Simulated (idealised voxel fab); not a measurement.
Name of the process module below: voxel spacer lines
Cross-section cut: width 270 nm, square cells of 5 nm.
Notation: cross-section as square-cell grid; stated in bands, top first, going down; one or more cell rows per band.
A band entry consists of two parts. The first gives the height of the band's top and the height of its bottom, in nm. The rest lists the band's materials from left to right, each with its width in nm. A single material labelled with the word "edge to edge" fills the band from edge to edge, and the word "empty" marks empty space.
A quick word on heights: they are counted from 0, and under that level the wafer as it came to us is one material throughout. The lowest band is different from the rest in having no bottom; it simply continues downward, written as in "top 0, no bottom".
Width spec "30..40" -> top row of cells at first value, bottom row at second value, equal per-row change in between.
No cell of the cross-section changed in a step that is given as "stayed the same".
"Non-vented voids": empty spaces of 8 cells or more with no open way to the top, each given as width x height at distance, distance from the left edge, all in nm.
Anything after a step's settings on that line? It's the simulator's own note about the step.
Among the settings permitted on a step's line is "overlay nm"; applied to a step with a mask, it specifies the extent to which the mask lay to the right of its planned position, whereas a negative figure signifies a position to the left.

**So here's the lineup of process steps we planned**
1,RECEIVE with material Si
2,CONFORMAL_DEP with material SiO2, thk nm 10
3,DIRECTIONAL_DEP with material W, thk nm 20
4,DIRECTIONAL_DEP with material polySi, thk nm 25
5,PATTERN with tone cover, mask id MANDREL, material resist, width nm 15, pitch nm 60, thk nm 35, overlay nm 0
6,DIRECTIONAL_ETCH with etch materials polySi, depth nm 25
7,STRIP with etch materials resist
8,CONFORMAL_DEP with material SiN, thk nm 15
9,DIRECTIONAL_ETCH with etch materials SiN, depth nm 15
10,STRIP with etch materials polySi
11,DIRECTIONAL_ETCH with etch materials W, depth nm 20
12,STRIP with etch materials SiN
13,FILL_DEP with material lowk, thk nm 5
14,CMP with height nm 30

**Incoming wafer in cross-section (state: after step 1)**
top 0, no bottom: Si edge to edge
Non-vented voids: none

**The following cross-section depicts the wafer upon conclusion of the module. Processing commenced from the starting condition illustrated above and adhered to the plan illustrated above, save for one mistake in execution**
top 30, bottom 10: lowk 60, W 15, lowk 15, W 15, lowk 15, W 15, lowk 15, W 15, lowk 15, W 15, lowk 15, W 15, lowk 45
top 10, bottom 0: SiO2 edge to edge
top 0, no bottom: Si edge to edge
Non-vented voids: none
Plan not followed: contrary to plan, step 5 was performed as PATTERN with tone cover, mask id MANDREL, material resist, width nm 15, pitch nm 60, thk nm 35, overlay nm 10
